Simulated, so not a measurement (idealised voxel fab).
The following is a process module called voxel gate over fins.
Section shown: cut. Width: 140 nm. Cell size: 5 nm, square.
Each cross-section below is a grid of square cells, stated as bands in top-down order, with one or more rows of cells making up each band. Heights first: top, then bottom, in nm. Then materials, left to right, each with a width in nm. "everywhere" on a single material: fills the band edge to edge. "empty": empty space. Where do heights start? At 0: under that level the wafer as delivered is made of one material only. And the lowest band has no floor; it just carries on downward, as in "z 0 and below". The expression "30->40" gives the width at the extremes of the band, the first number at its top row of cells and the second at its bottom row, with the width changing by equal amounts from each row to the next in between. Reading "no change" for a step: not a cell of the cross-section changed in it. Reported under the label "Closed voids list" are the empty spaces having no open way to the top and comprising 8 cells or more; the notation for each is width x height at distance, in which the distance is measured from the left edge and all three values are in nm. On a step's line, text after the settings is the simulator commenting on that step. "overlay nm" denotes, for a step that has a mask, the displacement of the mask to the right of its planned place, with negative values corresponding to the left.

**This section lists the process steps that were planned**
- 1: RECEIVE | material Si
- 2: CONFORMAL_DEP | material SiN | thk nm 5
- 3: PATTERN | tone cover | mask id FINS | material resist | width nm 15 | pitch nm 60 | thk nm 20 | overlay nm -15
- 4: DIRECTIONAL_ETCH | etch materials SiN | depth nm 5
- 5: DIRECTIONAL_ETCH | etch materials Si | depth nm 40
- 6: STRIP | etch materials resist
- 7: OXIDIZE | depth nm 5
- 8: FILL_DEP | material SiO2 | thk nm 15
- 9: CMP | height nm 5
- 10: PATTERN | tone open | mask id RAIL | material resist | width nm 15 | thk nm 15 | overlay nm 0
- 11: DIRECTIONAL_ETCH | etch materials SiO2 | depth nm 40
- 12: STRIP | etch materials resist
- 13: CONFORMAL_DEP | material TiN | thk nm 5
- 14: FILL_DEP | material W | thk nm 10
- 15: CMP | height nm 5
- 16: SELECTIVE_ETCH | etch materials W Ru TiN | depth nm 20
- 17: FILL_DEP | material SiO2 | thk nm 5
- 18: CMP | height nm 5
- 19: SELECTIVE_ETCH | etch materials SiO2 | depth nm 15
- 20: STRIP | etch materials SiN
- 21: CONFORMAL_DEP | material HfO2 | thk nm 5
- 22: CONFORMAL_DEP | material TiN | thk nm 5
- 23: CONFORMAL_DEP | material TiAl | thk nm 5
- 24: CONFORMAL_DEP | material TiN | thk nm 5
- 25: FILL_DEP | material W | thk nm 10
- 26: CMP | height nm 25
- 27: CONFORMAL_DEP | material SiCN | thk nm 10
Wafers differ in overlay nm at step 3; plan lists the first wafer's value; identical starting state.

**As-received state after step 1, first of several wafers, cross-section**
* z 0 and below: Si everywhere
* Closed voids list: none

**each wafer at the end: cells of each material gained (+) or lost (-) since it was received, then its closed voids**
overlay nm -15; +36 HfO2; -234 Si; +56 SiCN; +170 SiO2; +36 TiAl; +81 TiN; +51 W; Closed voids list: none
overlay nm -10; +36 HfO2; -234 Si; +56 SiCN; +170 SiO2; +36 TiAl; +81 TiN; +51 W; Closed voids list: none
overlay nm -5; +36 HfO2; -234 Si; +56 SiCN; +170 SiO2; +36 TiAl; +81 TiN; +51 W; Closed voids list: none
overlay nm 0; +36 HfO2; -234 Si; +56 SiCN; +170 SiO2; +36 TiAl; +81 TiN; +51 W; Closed voids list: none
overlay nm 5; +36 HfO2; -234 Si; +56 SiCN; +170 SiO2; +36 TiAl; +81 TiN; +51 W; Closed voids list: none
overlay nm 10; +36 HfO2; -234 Si; +56 SiCN; +170 SiO2; +36 TiAl; +81 TiN; +51 W; Closed voids list: none
overlay nm 15; +36 HfO2; -234 Si; +56 SiCN; +170 SiO2; +36 TiAl; +81 TiN; +51 W; Closed voids list: none
